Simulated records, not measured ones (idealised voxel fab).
Module name: voxel tone inversion (process module)
Each square cell in cross-section cut measures 5 nm, and the section as a whole is 165 nm wide.
If you're reading a cross-section in this doc, picture square cells in a grid; it comes to you as bands, top ones listed first down to the bottom, and a band can be one or more rows of cells. Band entry format. Leading values: height of top, height of bottom, nm. Remainder: materials in left-to-right order, each with its width in nm. Special words: "all across" on a single material, which then fills the band edge to edge; "empty", empty space. Note: height 0 marks the level under which the wafer is uniformly one material as received. Lowest band unbounded below, written "0 nm and below". The two numbers in a width such as "30..40" mark its ends across the band: the first belongs to the top row of cells, the second to the bottom row, and from each row to the next the width moves by the same amount. "no change" after a step means that no cell of the cross-section changed. The entry titled "Voids, fully enclosed" provides the empty spaces that have no open way to the top, restricted to those of 8 cells or more. Each is presented as width x height at distance, the distance being measured from the left edge, with all three in nm. If you see something after the settings on a step's line, that's the simulator's own remark about that step. A step's line can hold "overlay nm"; with a mask on that step, the setting says how far right of the planned place the mask lay, while a negative setting says it lay to the left.
STEPS PLANNED FOR THE PROCESS
1. RECEIVE | material Si
2. CONFORMAL_DEP | material SiCN | thk nm 5
3. DIRECTIONAL_DEP | material polySi | thk nm 15
4. PATTERN | tone cover | mask id POSTS | material resist | width nm 15 | pitch nm 40 | thk nm 20 | overlay nm 0
5. DIRECTIONAL_ETCH | etch materials polySi | depth nm 15
6. STRIP | etch materials resist
7. FILL_DEP | material SiO2 | thk nm 5
8. CMP | height nm 20
9. STRIP | etch materials polySi
Every wafer here starts from the same state; it is the step 4 width nm that distinguishes them, and the value the plan gives belongs to the first wafer.
CROSS-SECTION OF THE FIRST OF SEVERAL RECEIVED WAFERS, SHOWING ITS STATE AFTER STEP 1
- 0 nm and below = Si all across
- Voids, fully enclosed: none
THE FIGURE BELOW PRESENTS A CROSS-SECTION OF THE FIRST OF SEVERAL WAFERS AT THE CONCLUSION OF THE MODULE, FOLLOWING ITS LAST STEP, STEP 9
- 20 nm to 5 nm = SiO2=55, then empty=15, then SiO2=25, then empty=15, then SiO2=55
- 5 nm to 0 nm = SiCN all across
- 0 nm and below = Si all across
- Voids, fully enclosed: none
MODULE END, FINAL WAFER: CROSS-SECTION
- 20 nm to 5 nm = SiO2=50, then empty=25, then SiO2=15, then empty=25, then SiO2=50
- 5 nm to 0 nm = SiCN all across
- 0 nm and below = Si all across
- Voids, fully enclosed: none
BELOW: A ROW PER WAFER. CONTENTS AT END OF MODULE: FOR EVERY MATERIAL, CELLS GAINED SINCE RECEIPT (+) OR LOST SINCE RECEIPT (-); THEN CLOSED VOIDS
width nm 15 | +33 SiCN | +81 SiO2 | Voids, fully enclosed: none
width nm 20 | +33 SiCN | +75 SiO2 | Voids, fully enclosed: none
width nm 25 | +33 SiCN | +69 SiO2 | Voids, fully enclosed: none
